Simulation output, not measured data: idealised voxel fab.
Name of the process module below: voxel wiring stack
Cross-sectional view cut (width: 160 nm; square cell size: 5 nm).
How to read a cross-section here: the picture is a grid of square cells, written as bands going from the top down, and any band can span one or more rows of cells.
The entry gives the band's vertical extent as a top height and a bottom height in nm, then its horizontal make-up as materials from left to right, each with a width in nm. "blank" stands for empty space; a single material marked "everywhere" fills the band edge to edge.
Measure heights from 0. That's the level where, below it, the as-received wafer is all one material. The lowest band is bottomless and extends downward; write it as in "0 and below".
Width spec "30->40" -> top row of cells at first value, bottom row at second value, equal per-row change in between.
No cell of the cross-section changed in a step that is given as "all unchanged".
This entry, "Entrapped void list", enumerates those empty regions of no fewer than 8 cells that possess no open connection to the top. Each region is reported in the form width x height at distance, the distance being taken from the left edge, with all three quantities expressed in nm.
Where a step's line continues beyond its settings, the continuation is a remark by the simulator itself on that step.
For masked steps, "overlay nm" on the step line gives how far right of plan the mask actually lay; a minus sign means it lay to the left.

[List of planned process steps]
- 1: RECEIVE, material Si
- 2: CONFORMAL_DEP, material SiO2, thk nm 15
- 3: CONFORMAL_DEP, material SiCN, thk nm 5
- 4: DIRECTIONAL_DEP, material lowk, thk nm 20
- 5: DIRECTIONAL_DEP, material aC, thk nm 15
- 6: PATTERN, tone open, mask id METAL_1, material resist, width nm 25, pitch nm 45, thk nm 30, overlay nm 0
- 7: DIRECTIONAL_ETCH, etch materials aC, depth nm 15
- 8: STRIP, etch materials resist
- 9: DIRECTIONAL_ETCH, etch materials lowk, depth nm 20
- 10: DIRECTIONAL_ETCH, etch materials SiCN, depth nm 5
- 11: STRIP, etch materials aC
- 12: CONFORMAL_DEP, material TiN, thk nm 5
- 13: FILL_DEP, material Cu, thk nm 5
- 14: CMP, height nm 40
- 15: CONFORMAL_DEP, material SiCN, thk nm 5
- 16: DIRECTIONAL_DEP, material lowk, thk nm 15
- 17: MASKED_ETCH, tone open, mask id PLUG_1, width nm 15, pitch nm 45, etch materials lowk, depth nm 15, overlay nm 0
- 18: MASKED_ETCH, tone open, mask id PLUG_1, width nm 15, pitch nm 45, etch materials SiCN, depth nm 5, overlay nm 0
- 19: EPI, material Ru, thk nm 10
- 20: EPI, material Ru, thk nm 10
- 21: CONFORMAL_DEP, material SiCN, thk nm 5
- 22: DIRECTIONAL_DEP, material SiO2, thk nm 20
- 23: PATTERN, tone open, mask id METAL_2, material resist, width nm 25, pitch nm 45, thk nm 15, overlay nm 0
- 24: DIRECTIONAL_ETCH, etch materials SiO2, depth nm 20
- 25: DIRECTIONAL_ETCH, etch materials SiCN, depth nm 5
- 26: STRIP, etch materials resist
- 27: CONFORMAL_DEP, material TiN, thk nm 5
- 28: FILL_DEP, material W, thk nm 10
- 29: CMP, height nm 85
- 30: CONFORMAL_DEP, material SiCN, thk nm 5
- 31: DIRECTIONAL_DEP, material SiO2, thk nm 35
- 32: PATTERN, tone open, mask id METAL_3_HOLES, material resist, width nm 15, pitch nm 45, thk nm 20, overlay nm 0
- 33: DIRECTIONAL_ETCH, etch materials SiO2, depth nm 35
- 34: STRIP, etch materials resist
- 35: DIRECTIONAL_DEP, material aC, thk nm 10
- 36: PATTERN, tone open, mask id METAL_3, material resist, width nm 25, pitch nm 45, thk nm 30, overlay nm 0
- 37: DIRECTIONAL_ETCH, etch materials aC, depth nm 10
- 38: STRIP, etch materials resist
- 39: DIRECTIONAL_ETCH, etch materials SiO2, depth nm 20
- 40: DIRECTIONAL_ETCH, etch materials SiCN, depth nm 5
- 41: STRIP, etch materials aC
- 42: CONFORMAL_DEP, material TiN, thk nm 5
- 43: FILL_DEP, material Cu, thk nm 10
- 44: CMP, height nm 125
- 45: CONFORMAL_DEP, material SiCN, thk nm 5
- 46: DIRECTIONAL_DEP, material SiO2, thk nm 10
- 47: PATTERN, tone open, mask id PLUG_3, material resist, width nm 15, pitch nm 45, thk nm 15, overlay nm 0
- 48: DIRECTIONAL_ETCH, etch materials SiO2, depth nm 10
- 49: DIRECTIONAL_ETCH, etch materials SiCN, depth nm 5
- 50: STRIP, etch materials resist
- 51: EPI, material Ru, thk nm 10
- 52: EPI, material Ru, thk nm 5
- 53: DIRECTIONAL_DEP, material TiN, thk nm 5
- 54: DIRECTIONAL_DEP, material Ru, thk nm 20
- 55: PATTERN, tone cover, mask id METAL_4, material resist, width nm 25, pitch nm 45, thk nm 15, overlay nm 0
- 56: DIRECTIONAL_ETCH, etch materials Ru, depth nm 20
- 57: DIRECTIONAL_ETCH, etch materials TiN, depth nm 5
- 58: STRIP, etch materials resist
- 59: CONFORMAL_DEP, material SiN, thk nm 5
- 60: FILL_DEP, material lowk, thk nm 10
- 61: CMP, height nm 165
- 62: CONFORMAL_DEP, material SiCN, thk nm 5

[As received (post step 1): cross-section]
    0 and below  Si everywhere
    Entrapped void list: none

[Wafer at module end, in section. Began as above, planned as above, run with one mistake]
    170 down to 165  SiCN everywhere
    165 down to 145  lowk 40 nm, then SiN 5 nm, then Ru 25 nm, then SiN 5 nm, then lowk 10 nm, then SiN 5 nm, then Ru 25 nm, then SiN 5 nm, then lowk 40 nm
    145 down to 140  SiN 45 nm, then TiN 25 nm, then SiN 20 nm, then TiN 25 nm, then SiN 45 nm
    140 down to 130  SiO2 45 nm, then Ru 15 nm, then SiO2 30 nm, then Ru 15 nm, then SiO2 55 nm
    130 down to 125  SiCN 45 nm, then Ru 15 nm, then SiCN 30 nm, then Ru 15 nm, then SiCN 55 nm
    125 down to 110  SiO2 45 nm, then TiN 5 nm, then Cu 15 nm, then TiN 5 nm, then SiO2 20 nm, then TiN 5 nm, then Cu 15 nm, then TiN 5 nm, then SiO2 45 nm
    110 down to 105  SiO2 45 nm, then TiN 5 nm, then Cu 5 nm, then TiN 15 nm, then SiO2 20 nm, then TiN 5 nm, then Cu 5 nm, then TiN 15 nm, then SiO2 45 nm
    105 down to 90  SiO2 45 nm, then TiN 5 nm, then Cu 5 nm, then TiN 5 nm, then SiO2 30 nm, then TiN 5 nm, then Cu 5 nm, then TiN 5 nm, then SiO2 55 nm
    90 down to 85  SiCN 45 nm, then TiN 15 nm, then SiCN 30 nm, then TiN 15 nm, then SiCN 55 nm
    85 down to 65  SiO2 45 nm, then TiN 5 nm, then W 15 nm, then TiN 5 nm, then SiO2 20 nm, then TiN 5 nm, then W 15 nm, then TiN 5 nm, then SiO2 45 nm
    65 down to 60  SiCN 45 nm, then TiN 25 nm, then SiCN 20 nm, then TiN 25 nm, then SiCN 45 nm
    60 down to 45  lowk 45 nm, then Ru 15 nm, then lowk 30 nm, then Ru 15 nm, then lowk 55 nm
    45 down to 40  SiCN 45 nm, then Ru 15 nm, then SiCN 30 nm, then Ru 15 nm, then SiCN 55 nm
    40 down to 35  TiN 50 nm, then Cu 15 nm, then TiN 30 nm, then Cu 15 nm, then TiN 50 nm
    35 down to 20  lowk 45 nm, then TiN 5 nm, then Cu 15 nm, then TiN 5 nm, then lowk 20 nm, then TiN 5 nm, then Cu 15 nm, then TiN 5 nm, then lowk 45 nm
    20 down to 15  lowk 45 nm, then TiN 25 nm, then lowk 20 nm, then TiN 25 nm, then lowk 45 nm
    15 down to 0  SiO2 everywhere
    0 and below  Si everywhere
    Entrapped void list: none
Against the plan, the run slipped here: with respect to the plan, step 3 was omitted and not executed
